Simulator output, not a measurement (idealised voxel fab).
Process module under the name voxel transistor to metal
Each square cell in cross-section cut measures 5 nm, and the section as a whole is 180 nm wide.
How to read a cross-section here: the picture is a grid of square cells, written as bands going from the top down, and any band can span one or more rows of cells. In this notation a band is specified by the heights of its top and bottom, in that order and in nm, after which its materials appear from left to right, each paired with its width in nm. The word "full width" attached to a single material means that material fills the band from edge to edge; the word "blank" stands for empty space. Below 0: as-received wafer, all one material; heights counted from there. Lowest band: no bottom, goes on down, written "from 0 down". Width "30->40": first value at the band's top row of cells, second value at its bottom row, equal change from row to row. Step marked "nothing different"? Then no cell in the cross-section changed in it. For the entry "Closed void roster", the listed items are empty spaces with no open way to the top whose size is 8 cells or more; each item follows the pattern width x height at distance, where distance is from the left edge and all three are in nm. after a step's settings: what the simulator itself notes on the step. "overlay nm" on a masked step: distance the mask lay right of its planned place, negative for left.
Process steps (planned)
1 RECEIVE,material Si
2 CONFORMAL_DEP,material SiO2,thk nm 5
3 CONFORMAL_DEP,material SiN,thk nm 10
4 MASKED_ETCH,tone cover,mask id ACTIVE,width nm 110,etch materials SiN,depth nm 10,overlay nm 0
5 MASKED_ETCH,tone cover,mask id ACTIVE,width nm 110,etch materials SiO2,depth nm 5,overlay nm 0
6 MASKED_ETCH,tone cover,mask id ACTIVE,width nm 110,etch materials Si,depth nm 30,overlay nm 0
7 OXIDIZE,depth nm 5
8 FILL_DEP,material SiO2,thk nm 5
9 CMP,height nm 15
10 SELECTIVE_ETCH,etch materials SiO2,depth nm 10
11 STRIP,etch materials SiN
12 SELECTIVE_ETCH,etch materials SiO2,depth nm 5
13 OXIDIZE,depth nm 5
14 DIRECTIONAL_DEP,material polySi,thk nm 20
15 DIRECTIONAL_DEP,material SiCN,thk nm 10
16 PATTERN,tone cover,mask id GATE,material resist,width nm 30,thk nm 15,overlay nm 0
17 DIRECTIONAL_ETCH,etch materials SiCN,depth nm 20
18 DIRECTIONAL_ETCH,etch materials polySi,depth nm 30
19 STRIP,etch materials resist
20 CONFORMAL_DEP,material SiN,thk nm 10
21 DIRECTIONAL_ETCH,etch materials SiN,depth nm 10
22 DIRECTIONAL_ETCH,etch materials SiO2,depth nm 5
23 EPI,material pSi,thk nm 5
24 FILL_DEP,material SiO2,thk nm 10
25 CMP,height nm 20
26 STRIP,etch materials polySi
27 SELECTIVE_ETCH,etch materials SiO2,depth nm 5
28 CONFORMAL_DEP,material HfO2,thk nm 5
29 CONFORMAL_DEP,material TiN,thk nm 5
30 FILL_DEP,material W,thk nm 10
31 CMP,height nm 15
32 DIRECTIONAL_DEP,material SiO2,thk nm 10
33 MASKED_ETCH,tone open,mask id CONTACT,width nm 20,pitch nm 80,etch materials SiO2,depth nm 25,overlay nm 0
34 CONFORMAL_DEP,material TiN,thk nm 5
35 FILL_DEP,material Ru,thk nm 5
36 CMP,height nm 25
37 CONFORMAL_DEP,material SiN,thk nm 5
38 DIRECTIONAL_DEP,material lowk,thk nm 20
39 DIRECTIONAL_DEP,material aC,thk nm 15
40 PATTERN,tone open,mask id METAL_1,material resist,width nm 20,pitch nm 80,thk nm 30,overlay nm 0
41 DIRECTIONAL_ETCH,etch materials aC,depth nm 15
42 STRIP,etch materials resist
43 DIRECTIONAL_ETCH,etch materials lowk,depth nm 20
44 DIRECTIONAL_ETCH,etch materials SiN,depth nm 5
45 STRIP,etch materials aC
46 CONFORMAL_DEP,material TiN,thk nm 5
47 FILL_DEP,material Cu,thk nm 5
48 CMP,height nm 50
49 CONFORMAL_DEP,material SiCN,thk nm 5
50 DIRECTIONAL_DEP,material SiO2,thk nm 30
51 MASKED_ETCH,tone open,mask id METAL_2_HOLES,width nm 15,pitch nm 80,etch materials SiO2,depth nm 30,overlay nm 0
52 MASKED_ETCH,tone open,mask id METAL_2,width nm 20,pitch nm 80,etch materials SiO2,depth nm 20,overlay nm 0
53 MASKED_ETCH,tone open,mask id METAL_2,width nm 20,pitch nm 80,etch materials SiCN,depth nm 5,overlay nm 0
54 CONFORMAL_DEP,material TiN,thk nm 5
55 FILL_DEP,material Ru,thk nm 10
56 CMP,height nm 85
57 CONFORMAL_DEP,material SiN,thk nm 5
The first of the two wafers, which ran as planned
Incoming wafer in cross-section (state: after step 1)
> from 0 down: Si full width
> Closed void roster: none
Sectional view: wafer, after step 2
> from 5 to 0: SiO2 full width
> Below a height of 0, the structure has not been altered.
Sectional view: wafer, after step 3
> from 15 to 5: SiN full width
> Below a height of 5, the structure has not been altered.
Sectional view: wafer, after step 4
> from 15 to 5: blank: 35; SiN: 110; blank: 35
> Below a height of 5, the structure has not been altered.
Sectional view: wafer, after step 5
> from 15 to 5: blank: 35; SiN: 110; blank: 35
> from 5 to 0: blank: 35; SiO2: 110; blank: 35
> Below a height of 0, the structure has not been altered.
Sectional view: wafer, after step 6
> from 15 to 5: blank: 35; SiN: 110; blank: 35
> from 5 to 0: blank: 35; SiO2: 110; blank: 35
> from 0 to -30: blank: 35; Si: 110; blank: 35
> Below a height of -30, the structure has not been altered.
Sectional view: wafer, after step 7
> from 15 to 5: blank: 35; SiN: 110; blank: 35
> from 5 to 0: blank: 35; SiO2: 110; blank: 35
> from 0 to -30: blank: 35; SiO2: 5; Si: 100; SiO2: 5; blank: 35
> from -30 to -35: SiO2: 40; Si: 100; SiO2: 40
> Below a height of -35, the structure has not been altered.
Sectional view: wafer, after step 8
> from 20 to 15: SiO2 full width
> from 15 to 5: SiO2: 35; SiN: 110; SiO2: 35
> from 5 to 0: SiO2 full width
> from 0 to -35: SiO2: 40; Si: 100; SiO2: 40
> Below a height of -35, the structure has not been altered.
Sectional view: wafer, after step 9
> from 15 to 5: SiO2: 35; SiN: 110; SiO2: 35
> Below a height of 5, the structure has not been altered.
Sectional view: wafer, after step 10
> from 15 to 5: blank: 35; SiN: 110; blank: 35
> Below a height of 5, the structure has not been altered.
Sectional view: wafer, after step 11
> from 5 to 0: SiO2 full width
> Below a height of 0, the structure has not been altered.
Sectional view: wafer, after step 12
> from 0 to -35: SiO2: 40; Si: 100; SiO2: 40
> Below a height of -35, the structure has not been altered.
Sectional view: wafer, after step 13
> from 0 to -5: SiO2 full width
> Below a height of -5, the structure has not been altered.
Sectional view: wafer, after step 14
> from 20 to 0: polySi full width
> Below a height of 0, the structure has not been altered.
Sectional view: wafer, after step 15
> from 30 to 20: SiCN full width
> Below a height of 20, the structure has not been altered.
Sectional view: wafer, after step 16
> from 45 to 30: blank: 75; resist: 30; blank: 75
> Below a height of 30, the structure has not been altered.
Sectional view: wafer, after step 17
> from 45 to 30: blank: 75; resist: 30; blank: 75
> from 30 to 20: blank: 75; SiCN: 30; blank: 75
> Below a height of 20, the structure has not been altered.
Sectional view: wafer, after step 18
> from 45 to 30: blank: 75; resist: 30; blank: 75
> from 30 to 20: blank: 75; SiCN: 30; blank: 75
> from 20 to 0: blank: 75; polySi: 30; blank: 75
> Below a height of 0, the structure has not been altered.
Sectional view: wafer, after step 19
> from 30 to 20: blank: 75; SiCN: 30; blank: 75
> Below a height of 20, the structure has not been altered.
Sectional view: wafer, after step 20
> from 40 to 30: blank: 65; SiN: 50; blank: 65
> from 30 to 20: blank: 65; SiN: 10; SiCN: 30; SiN: 10; blank: 65
> from 20 to 10: blank: 65; SiN: 10; polySi: 30; SiN: 10; blank: 65
> from 10 to 0: SiN: 75; polySi: 30; SiN: 75
> Below a height of 0, the structure has not been altered.
Sectional view: wafer, after step 21
> from 30 to 20: blank: 65; SiN: 10; SiCN: 30; SiN: 10; blank: 65
> from 20 to 0: blank: 65; SiN: 10; polySi: 30; SiN: 10; blank: 65
> Below a height of 0, the structure has not been altered.
Sectional view: wafer, after step 22
> from 30 to 20: blank: 65; SiN: 10; SiCN: 30; SiN: 10; blank: 65
> from 20 to 0: blank: 65; SiN: 10; polySi: 30; SiN: 10; blank: 65
> from 0 to -5: blank: 65; SiO2: 50; blank: 65
> Below a height of -5, the structure has not been altered.
Sectional view: wafer, after step 23
> from 30 to 20: blank: 65; SiN: 10; SiCN: 30; SiN: 10; blank: 65
> from 20 to 0: blank: 65; SiN: 10; polySi: 30; SiN: 10; blank: 65
> from 0 to -5: blank: 35; pSi: 30; SiO2: 50; pSi: 30; blank: 35
> Below a height of -5, the structure has not been altered.
Sectional view: wafer, after step 24
> from 40 to 30: SiO2 full width
> from 30 to 20: SiO2: 65; SiN: 10; SiCN: 30; SiN: 10; SiO2: 65
> from 20 to 0: SiO2: 65; SiN: 10; polySi: 30; SiN: 10; SiO2: 65
> from 0 to -5: SiO2: 35; pSi: 30; SiO2: 50; pSi: 30; SiO2: 35
> Below a height of -5, the structure has not been altered.
Sectional view: wafer, after step 25
> from 20 to 0: SiO2: 65; SiN: 10; polySi: 30; SiN: 10; SiO2: 65
> Below a height of 0, the structure has not been altered.
Sectional view: wafer, after step 26
> from 20 to 0: SiO2: 65; SiN: 10; blank: 30; SiN: 10; SiO2: 65
> Below a height of 0, the structure has not been altered.
Sectional view: wafer, after step 27
> from 20 to 15: blank: 65; SiN: 10; blank: 30; SiN: 10; blank: 65
> from 15 to 0: SiO2: 65; SiN: 10; blank: 30; SiN: 10; SiO2: 65
> from 0 to -5: SiO2: 35; pSi: 30; SiO2: 5; blank: 40; SiO2: 5; pSi: 30; SiO2: 35
> Below a height of -5, the structure has not been altered.
Sectional view: wafer, after step 28
> from 25 to 20: blank: 60; HfO2: 20; blank: 20; HfO2: 20; blank: 60
> from 20 to 15: HfO2: 65; SiN: 10; HfO2: 5; blank: 20; HfO2: 5; SiN: 10; HfO2: 65
> from 15 to 0: SiO2: 65; SiN: 10; HfO2: 5; blank: 20; HfO2: 5; SiN: 10; SiO2: 65
> from 0 to -5: SiO2: 35; pSi: 30; SiO2: 5; HfO2: 40; SiO2: 5; pSi: 30; SiO2: 35
> Below a height of -5, the structure has not been altered.
Sectional view: wafer, after step 29
> from 30 to 25: blank: 55; TiN: 30; blank: 10; TiN: 30; blank: 55
> from 25 to 20: TiN: 60; HfO2: 20; TiN: 5; blank: 10; TiN: 5; HfO2: 20; TiN: 60
> from 20 to 15: HfO2: 65; SiN: 10; HfO2: 5; TiN: 5; blank: 10; TiN: 5; HfO2: 5; SiN: 10; HfO2: 65
> from 15 to 5: SiO2: 65; SiN: 10; HfO2: 5; TiN: 5; blank: 10; TiN: 5; HfO2: 5; SiN: 10; SiO2: 65
> from 5 to 0: SiO2: 65; SiN: 10; HfO2: 5; TiN: 20; HfO2: 5; SiN: 10; SiO2: 65
> Below a height of 0, the structure has not been altered.
Sectional view: wafer, after step 30
> from 40 to 30: W full width
> from 30 to 25: W: 55; TiN: 30; W: 10; TiN: 30; W: 55
> from 25 to 20: TiN: 60; HfO2: 20; TiN: 5; W: 10; TiN: 5; HfO2: 20; TiN: 60
> from 20 to 15: HfO2: 65; SiN: 10; HfO2: 5; TiN: 5; W: 10; TiN: 5; HfO2: 5; SiN: 10; HfO2: 65
> from 15 to 5: SiO2: 65; SiN: 10; HfO2: 5; TiN: 5; W: 10; TiN: 5; HfO2: 5; SiN: 10; SiO2: 65
> Below a height of 5, the structure has not been altered.
Sectional view: wafer, after step 31
> from 15 to 5: SiO2: 65; SiN: 10; HfO2: 5; TiN: 5; W: 10; TiN: 5; HfO2: 5; SiN: 10; SiO2: 65
> Below a height of 5, the structure has not been altered.
Sectional view: wafer, after step 32
> from 25 to 15: SiO2 full width
> Below a height of 15, the structure has not been altered.
Sectional view: wafer, after step 33
> from 25 to 15: SiO2: 40; blank: 20; SiO2: 60; blank: 20; SiO2: 40
> from 15 to 5: SiO2: 40; blank: 20; SiO2: 5; SiN: 10; HfO2: 5; TiN: 5; W: 10; TiN: 5; HfO2: 5; SiN: 10; SiO2: 5; blank: 20; SiO2: 40
> from 5 to 0: SiO2: 40; blank: 20; SiO2: 5; SiN: 10; HfO2: 5; TiN: 20; HfO2: 5; SiN: 10; SiO2: 5; blank: 20; SiO2: 40
> Below a height of 0, the structure has not been altered.
Sectional view: wafer, after step 34
> from 30 to 25: TiN: 45; blank: 10; TiN: 70; blank: 10; TiN: 45
> from 25 to 15: SiO2: 40; TiN: 5; blank: 10; TiN: 5; SiO2: 60; TiN: 5; blank: 10; TiN: 5; SiO2: 40
> from 15 to 5: SiO2: 40; TiN: 5; blank: 10; TiN: 5; SiO2: 5; SiN: 10; HfO2: 5; TiN: 5; W: 10; TiN: 5; HfO2: 5; SiN: 10; SiO2: 5; TiN: 5; blank: 10; TiN: 5; SiO2: 40
> from 5 to 0: SiO2: 40; TiN: 20; SiO2: 5; SiN: 10; HfO2: 5; TiN: 20; HfO2: 5; SiN: 10; SiO2: 5; TiN: 20; SiO2: 40
> Below a height of 0, the structure has not been altered.
Sectional view: wafer, after step 35
> from 35 to 30: Ru full width
> from 30 to 25: TiN: 45; Ru: 10; TiN: 70; Ru: 10; TiN: 45
> from 25 to 15: SiO2: 40; TiN: 5; Ru: 10; TiN: 5; SiO2: 60; TiN: 5; Ru: 10; TiN: 5; SiO2: 40
> from 15 to 5: SiO2: 40; TiN: 5; Ru: 10; TiN: 5; SiO2: 5; SiN: 10; HfO2: 5; TiN: 5; W: 10; TiN: 5; HfO2: 5; SiN: 10; SiO2: 5; TiN: 5; Ru: 10; TiN: 5; SiO2: 40
> Below a height of 5, the structure has not been altered.
Sectional view: wafer, after step 36
> from 25 to 15: SiO2: 40; TiN: 5; Ru: 10; TiN: 5; SiO2: 60; TiN: 5; Ru: 10; TiN: 5; SiO2: 40
> Below a height of 15, the structure has not been altered.
Sectional view: wafer, after step 37
> from 30 to 25: SiN full width
> Below a height of 25, the structure has not been altered.
Sectional view: wafer, after step 38
> from 50 to 30: lowk full width
> Below a height of 30, the structure has not been altered.
Sectional view: wafer, after step 39
> from 65 to 50: aC full width
> Below a height of 50, the structure has not been altered.
Sectional view: wafer, after step 40
> from 95 to 65: resist: 40; blank: 20; resist: 60; blank: 20; resist: 40
> Below a height of 65, the structure has not been altered.
Sectional view: wafer, after step 41
> from 80 to 65: resist: 40; blank: 20; resist: 60; blank: 20; resist: 40
> from 65 to 50: aC: 40; blank: 20; aC: 60; blank: 20; aC: 40
> Below a height of 50, the structure has not been altered.
Sectional view: wafer, after step 42
> from 65 to 50: aC: 40; blank: 20; aC: 60; blank: 20; aC: 40
> Below a height of 50, the structure has not been altered.
Sectional view: wafer, after step 43
> from 65 to 50: aC: 40; blank: 20; aC: 60; blank: 20; aC: 40
> from 50 to 30: lowk: 40; blank: 20; lowk: 60; blank: 20; lowk: 40
> Below a height of 30, the structure has not been altered.
Sectional view: wafer, after step 44
> from 65 to 50: aC: 40; blank: 20; aC: 60; blank: 20; aC: 40
> from 50 to 30: lowk: 40; blank: 20; lowk: 60; blank: 20; lowk: 40
> from 30 to 25: SiN: 40; blank: 20; SiN: 60; blank: 20; SiN: 40
> Below a height of 25, the structure has not been altered.
Sectional view: wafer, after step 45
> from 50 to 30: lowk: 40; blank: 20; lowk: 60; blank: 20; lowk: 40
> Below a height of 30, the structure has not been altered.
Sectional view: wafer, after step 46
> from 55 to 50: TiN: 45; blank: 10; TiN: 70; blank: 10; TiN: 45
> from 50 to 30: lowk: 40; TiN: 5; blank: 10; TiN: 5; lowk: 60; TiN: 5; blank: 10; TiN: 5; lowk: 40
> from 30 to 25: SiN: 40; TiN: 20; SiN: 60; TiN: 20; SiN: 40
> Below a height of 25, the structure has not been altered.
Sectional view: wafer, after step 47
> from 60 to 55: Cu full width
> from 55 to 50: TiN: 45; Cu: 10; TiN: 70; Cu: 10; TiN: 45
> from 50 to 30: lowk: 40; TiN: 5; Cu: 10; TiN: 5; lowk: 60; TiN: 5; Cu: 10; TiN: 5; lowk: 40
> Below a height of 30, the structure has not been altered.
Sectional view: wafer, after step 48
> from 50 to 30: lowk: 40; TiN: 5; Cu: 10; TiN: 5; lowk: 60; TiN: 5; Cu: 10; TiN: 5; lowk: 40
> Below a height of 30, the structure has not been altered.
Sectional view: wafer, after step 49
> from 55 to 50: SiCN full width
> Below a height of 50, the structure has not been altered.
Sectional view: wafer, after step 50
> from 85 to 55: SiO2 full width
> Below a height of 55, the structure has not been altered.
Sectional view: wafer, after step 51
> from 85 to 55: SiO2: 40; blank: 15; SiO2: 65; blank: 15; SiO2: 45
> Below a height of 55, the structure has not been altered.
Sectional view: wafer, after step 52
> from 85 to 65: SiO2: 40; blank: 20; SiO2: 60; blank: 20; SiO2: 40
> Below a height of 65, the structure has not been altered.
Sectional view: wafer, after step 53
> from 85 to 65: SiO2: 40; blank: 20; SiO2: 60; blank: 20; SiO2: 40
> from 65 to 55: SiO2: 40; blank: 15; SiO2: 65; blank: 15; SiO2: 45
> from 55 to 50: SiCN: 40; blank: 15; SiCN: 65; blank: 15; SiCN: 45
> Below a height of 50, the structure has not been altered.
Sectional view: wafer, after step 54
> from 90 to 85: TiN: 45; blank: 10; TiN: 70; blank: 10; TiN: 45
> from 85 to 70: SiO2: 40; TiN: 5; blank: 10; TiN: 5; SiO2: 60; TiN: 5; blank: 10; TiN: 5; SiO2: 40
> from 70 to 65: SiO2: 40; TiN: 5; blank: 5; TiN: 10; SiO2: 60; TiN: 5; blank: 5; TiN: 10; SiO2: 40
> from 65 to 55: SiO2: 40; TiN: 5; blank: 5; TiN: 5; SiO2: 65; TiN: 5; blank: 5; TiN: 5; SiO2: 45
> from 55 to 50: SiCN: 40; TiN: 15; SiCN: 65; TiN: 15; SiCN: 45
> Below a height of 50, the structure has not been altered.
Sectional view: wafer, after step 55
> from 100 to 90: Ru full width
> from 90 to 85: TiN: 45; Ru: 10; TiN: 70; Ru: 10; TiN: 45
> from 85 to 70: SiO2: 40; TiN: 5; Ru: 10; TiN: 5; SiO2: 60; TiN: 5; Ru: 10; TiN: 5; SiO2: 40
> from 70 to 65: SiO2: 40; TiN: 5; Ru: 5; TiN: 10; SiO2: 60; TiN: 5; Ru: 5; TiN: 10; SiO2: 40
> from 65 to 55: SiO2: 40; TiN: 5; Ru: 5; TiN: 5; SiO2: 65; TiN: 5; Ru: 5; TiN: 5; SiO2: 45
> Below a height of 55, the structure has not been altered.
Sectional view: wafer, after step 56
> from 85 to 70: SiO2: 40; TiN: 5; Ru: 10; TiN: 5; SiO2: 60; TiN: 5; Ru: 10; TiN: 5; SiO2: 40
> Below a height of 70, the structure has not been altered.
Sectional view: wafer, after step 57
> from 90 to 85: SiN full width
> Below a height of 85, the structure has not been altered.
The Second Wafer: Common Origin and Plan, One Mistake in Execution, Identical to the First Through Step 15
Second wafer, cross-section, planned end of step 16
> from 45 to 30: blank: 80; resist: 20; blank: 80
> Below a height of 30, the structure has not been altered.
Second wafer, cross-section, planned end of step 17
> from 45 to 30: blank: 80; resist: 20; blank: 80
> from 30 to 20: blank: 80; SiCN: 20; blank: 80
> Below a height of 20, the structure has not been altered.
Second wafer, cross-section, planned end of step 18
> from 45 to 30: blank: 80; resist: 20; blank: 80
> from 30 to 20: blank: 80; SiCN: 20; blank: 80
> from 20 to 0: blank: 80; polySi: 20; blank: 80
> Below a height of 0, the structure has not been altered.
Second wafer, cross-section, planned end of step 19
> from 30 to 20: blank: 80; SiCN: 20; blank: 80
> Below a height of 20, the structure has not been altered.
Second wafer, cross-section, planned end of step 20
> from 40 to 30: blank: 70; SiN: 40; blank: 70
> from 30 to 20: blank: 70; SiN: 10; SiCN: 20; SiN: 10; blank: 70
> from 20 to 10: blank: 70; SiN: 10; polySi: 20; SiN: 10; blank: 70
> from 10 to 0: SiN: 80; polySi: 20; SiN: 80
> Below a height of 0, the structure has not been altered.
Second wafer, cross-section, planned end of step 21
> from 30 to 20: blank: 70; SiN: 10; SiCN: 20; SiN: 10; blank: 70
> from 20 to 0: blank: 70; SiN: 10; polySi: 20; SiN: 10; blank: 70
> Below a height of 0, the structure has not been altered.
Second wafer, cross-section, planned end of step 22
> from 30 to 20: blank: 70; SiN: 10; SiCN: 20; SiN: 10; blank: 70
> from 20 to 0: blank: 70; SiN: 10; polySi: 20; SiN: 10; blank: 70
> from 0 to -5: blank: 70; SiO2: 40; blank: 70
> Below a height of -5, the structure has not been altered.
Second wafer, cross-section, planned end of step 23
> from 30 to 20: blank: 70; SiN: 10; SiCN: 20; SiN: 10; blank: 70
> from 20 to 0: blank: 70; SiN: 10; polySi: 20; SiN: 10; blank: 70
> from 0 to -5: blank: 35; pSi: 35; SiO2: 40; pSi: 35; blank: 35
> Below a height of -5, the structure has not been altered.
Second wafer, cross-section, planned end of step 24
> from 40 to 30: SiO2 full width
> from 30 to 20: SiO2: 70; SiN: 10; SiCN: 20; SiN: 10; SiO2: 70
> from 20 to 0: SiO2: 70; SiN: 10; polySi: 20; SiN: 10; SiO2: 70
> from 0 to -5: SiO2: 35; pSi: 35; SiO2: 40; pSi: 35; SiO2: 35
> Below a height of -5, the structure has not been altered.
Second wafer, cross-section, planned end of step 25
> from 20 to 0: SiO2: 70; SiN: 10; polySi: 20; SiN: 10; SiO2: 70
> Below a height of 0, the structure has not been altered.
Second wafer, cross-section, planned end of step 26
> from 20 to 0: SiO2: 70; SiN: 10; blank: 20; SiN: 10; SiO2: 70
> Below a height of 0, the structure has not been altered.
Second wafer, cross-section, planned end of step 27
> from 20 to 15: blank: 70; SiN: 10; blank: 20; SiN: 10; blank: 70
> from 15 to 0: SiO2: 70; SiN: 10; blank: 20; SiN: 10; SiO2: 70
> from 0 to -5: SiO2: 35; pSi: 35; SiO2: 5; blank: 30; SiO2: 5; pSi: 35; SiO2: 35
> Below a height of -5, the structure has not been altered.
Second wafer, cross-section, planned end of step 28
> from 25 to 20: blank: 65; HfO2: 20; blank: 10; HfO2: 20; blank: 65
> from 20 to 15: HfO2: 70; SiN: 10; HfO2: 5; blank: 10; HfO2: 5; SiN: 10; HfO2: 70
> from 15 to 0: SiO2: 70; SiN: 10; HfO2: 5; blank: 10; HfO2: 5; SiN: 10; SiO2: 70
> from 0 to -5: SiO2: 35; pSi: 35; SiO2: 5; HfO2: 30; SiO2: 5; pSi: 35; SiO2: 35
> Below a height of -5, the structure has not been altered.
Second wafer, cross-section, planned end of step 29
> from 30 to 25: blank: 60; TiN: 60; blank: 60
> from 25 to 20: TiN: 65; HfO2: 20; TiN: 10; HfO2: 20; TiN: 65
> from 20 to 15: HfO2: 70; SiN: 10; HfO2: 5; TiN: 10; HfO2: 5; SiN: 10; HfO2: 70
> from 15 to 0: SiO2: 70; SiN: 10; HfO2: 5; TiN: 10; HfO2: 5; SiN: 10; SiO2: 70
> Below a height of 0, the structure has not been altered.
Second wafer, cross-section, planned end of step 30
> from 40 to 30: W full width
> from 30 to 25: W: 60; TiN: 60; W: 60
> Below a height of 25, the structure has not been altered.
Second wafer, cross-section, planned end of step 31
> from 15 to 0: SiO2: 70; SiN: 10; HfO2: 5; TiN: 10; HfO2: 5; SiN: 10; SiO2: 70
> Below a height of 0, the structure has not been altered.
Second wafer, cross-section, planned end of step 32
> from 25 to 15: SiO2 full width
> Below a height of 15, the structure has not been altered.
Second wafer, cross-section, planned end of step 33
> from 25 to 15: SiO2: 40; blank: 20; SiO2: 60; blank: 20; SiO2: 40
> from 15 to 0: SiO2: 40; blank: 20; SiO2: 10; SiN: 10; HfO2: 5; TiN: 10; HfO2: 5; SiN: 10; SiO2: 10; blank: 20; SiO2: 40
> Below a height of 0, the structure has not been altered.
Second wafer, cross-section, planned end of step 34
> from 30 to 25: TiN: 45; blank: 10; TiN: 70; blank: 10; TiN: 45
> from 25 to 15: SiO2: 40; TiN: 5; blank: 10; TiN: 5; SiO2: 60; TiN: 5; blank: 10; TiN: 5; SiO2: 40
> from 15 to 5: SiO2: 40; TiN: 5; blank: 10; TiN: 5; SiO2: 10; SiN: 10; HfO2: 5; TiN: 10; HfO2: 5; SiN: 10; SiO2: 10; TiN: 5; blank: 10; TiN: 5; SiO2: 40
> from 5 to 0: SiO2: 40; TiN: 20; SiO2: 10; SiN: 10; HfO2: 5; TiN: 10; HfO2: 5; SiN: 10; SiO2: 10; TiN: 20; SiO2: 40
> Below a height of 0, the structure has not been altered.
Second wafer, cross-section, planned end of step 35
> from 35 to 30: Ru full width
> from 30 to 25: TiN: 45; Ru: 10; TiN: 70; Ru: 10; TiN: 45
> from 25 to 15: SiO2: 40; TiN: 5; Ru: 10; TiN: 5; SiO2: 60; TiN: 5; Ru: 10; TiN: 5; SiO2: 40
> from 15 to 5: SiO2: 40; TiN: 5; Ru: 10; TiN: 5; SiO2: 10; SiN: 10; HfO2: 5; TiN: 10; HfO2: 5; SiN: 10; SiO2: 10; TiN: 5; Ru: 10; TiN: 5; SiO2: 40
> Below a height of 5, the structure has not been altered.
Second wafer, cross-section, planned end of step 36
> from 25 to 15: SiO2: 40; TiN: 5; Ru: 10; TiN: 5; SiO2: 60; TiN: 5; Ru: 10; TiN: 5; SiO2: 40
> Below a height of 15, the structure has not been altered.
Second wafer, cross-section, planned end of step 37
> from 30 to 25: SiN full width
> Below a height of 25, the structure has not been altered.
Second wafer, cross-section, planned end of step 38
> from 50 to 30: lowk full width
> Below a height of 30, the structure has not been altered.
Second wafer, cross-section, planned end of step 39
> from 65 to 50: aC full width
> Below a height of 50, the structure has not been altered.
Second wafer, cross-section, planned end of step 40
> from 95 to 65: resist: 40; blank: 20; resist: 60; blank: 20; resist: 40
> Below a height of 65, the structure has not been altered.
Second wafer, cross-section, planned end of step 41
> from 80 to 65: resist: 40; blank: 20; resist: 60; blank: 20; resist: 40
> from 65 to 50: aC: 40; blank: 20; aC: 60; blank: 20; aC: 40
> Below a height of 50, the structure has not been altered.
Second wafer, cross-section, planned end of step 42
> from 65 to 50: aC: 40; blank: 20; aC: 60; blank: 20; aC: 40
> Below a height of 50, the structure has not been altered.
Second wafer, cross-section, planned end of step 43
> from 65 to 50: aC: 40; blank: 20; aC: 60; blank: 20; aC: 40
> from 50 to 30: lowk: 40; blank: 20; lowk: 60; blank: 20; lowk: 40
> Below a height of 30, the structure has not been altered.
Second wafer, cross-section, planned end of step 44
> from 65 to 50: aC: 40; blank: 20; aC: 60; blank: 20; aC: 40
> from 50 to 30: lowk: 40; blank: 20; lowk: 60; blank: 20; lowk: 40
> from 30 to 25: SiN: 40; blank: 20; SiN: 60; blank: 20; SiN: 40
> Below a height of 25, the structure has not been altered.
Second wafer, cross-section, planned end of step 45
> from 50 to 30: lowk: 40; blank: 20; lowk: 60; blank: 20; lowk: 40
> Below a height of 30, the structure has not been altered.
Second wafer, cross-section, planned end of step 46
> from 55 to 50: TiN: 45; blank: 10; TiN: 70; blank: 10; TiN: 45
> from 50 to 30: lowk: 40; TiN: 5; blank: 10; TiN: 5; lowk: 60; TiN: 5; blank: 10; TiN: 5; lowk: 40
> from 30 to 25: SiN: 40; TiN: 20; SiN: 60; TiN: 20; SiN: 40
> Below a height of 25, the structure has not been altered.
Second wafer, cross-section, planned end of step 47
> from 60 to 55: Cu full width
> from 55 to 50: TiN: 45; Cu: 10; TiN: 70; Cu: 10; TiN: 45
> from 50 to 30: lowk: 40; TiN: 5; Cu: 10; TiN: 5; lowk: 60; TiN: 5; Cu: 10; TiN: 5; lowk: 40
> Below a height of 30, the structure has not been altered.
Second wafer, cross-section, planned end of step 48
> from 50 to 30: lowk: 40; TiN: 5; Cu: 10; TiN: 5; lowk: 60; TiN: 5; Cu: 10; TiN: 5; lowk: 40
> Below a height of 30, the structure has not been altered.
Second wafer, cross-section, planned end of step 49
> from 55 to 50: SiCN full width
> Below a height of 50, the structure has not been altered.
Second wafer, cross-section, planned end of step 50
> from 85 to 55: SiO2 full width
> Below a height of 55, the structure has not been altered.
Second wafer, cross-section, planned end of step 51
> from 85 to 55: SiO2: 40; blank: 15; SiO2: 65; blank: 15; SiO2: 45
> Below a height of 55, the structure has not been altered.
Second wafer, cross-section, planned end of step 52
> from 85 to 65: SiO2: 40; blank: 20; SiO2: 60; blank: 20; SiO2: 40
> Below a height of 65, the structure has not been altered.
Second wafer, cross-section, planned end of step 53
> from 85 to 65: SiO2: 40; blank: 20; SiO2: 60; blank: 20; SiO2: 40
> from 65 to 55: SiO2: 40; blank: 15; SiO2: 65; blank: 15; SiO2: 45
> from 55 to 50: SiCN: 40; blank: 15; SiCN: 65; blank: 15; SiCN: 45
> Below a height of 50, the structure has not been altered.
Second wafer, cross-section, planned end of step 54
> from 90 to 85: TiN: 45; blank: 10; TiN: 70; blank: 10; TiN: 45
> from 85 to 70: SiO2: 40; TiN: 5; blank: 10; TiN: 5; SiO2: 60; TiN: 5; blank: 10; TiN: 5; SiO2: 40
> from 70 to 65: SiO2: 40; TiN: 5; blank: 5; TiN: 10; SiO2: 60; TiN: 5; blank: 5; TiN: 10; SiO2: 40
> from 65 to 55: SiO2: 40; TiN: 5; blank: 5; TiN: 5; SiO2: 65; TiN: 5; blank: 5; TiN: 5; SiO2: 45
> from 55 to 50: SiCN: 40; TiN: 15; SiCN: 65; TiN: 15; SiCN: 45
> Below a height of 50, the structure has not been altered.
Second wafer, cross-section, planned end of step 55
> from 100 to 90: Ru full width
> from 90 to 85: TiN: 45; Ru: 10; TiN: 70; Ru: 10; TiN: 45
> from 85 to 70: SiO2: 40; TiN: 5; Ru: 10; TiN: 5; SiO2: 60; TiN: 5; Ru: 10; TiN: 5; SiO2: 40
> from 70 to 65: SiO2: 40; TiN: 5; Ru: 5; TiN: 10; SiO2: 60; TiN: 5; Ru: 5; TiN: 10; SiO2: 40
> from 65 to 55: SiO2: 40; TiN: 5; Ru: 5; TiN: 5; SiO2: 65; TiN: 5; Ru: 5; TiN: 5; SiO2: 45
> Below a height of 55, the structure has not been altered.
Second wafer, cross-section, planned end of step 56
> from 85 to 70: SiO2: 40; TiN: 5; Ru: 10; TiN: 5; SiO2: 60; TiN: 5; Ru: 10; TiN: 5; SiO2: 40
> Below a height of 70, the structure has not been altered.
Second wafer, cross-section, planned end of step 57
> from 90 to 85: SiN full width
> Below a height of 85, the structure has not been altered.
In executing the process, a mistake was made relative to the plan: heads up, step 16 didn't go per plan, it actually ran as PATTERN,tone cover,mask id GATE,material resist,width nm 20,thk nm 15,overlay nm 0
Materials where the second wafer ends with more or fewer cells than the first: 2 fewer of HfO2; 6 more of SiO2; 2 fewer of TiN; 4 fewer of W; 2 more of pSi
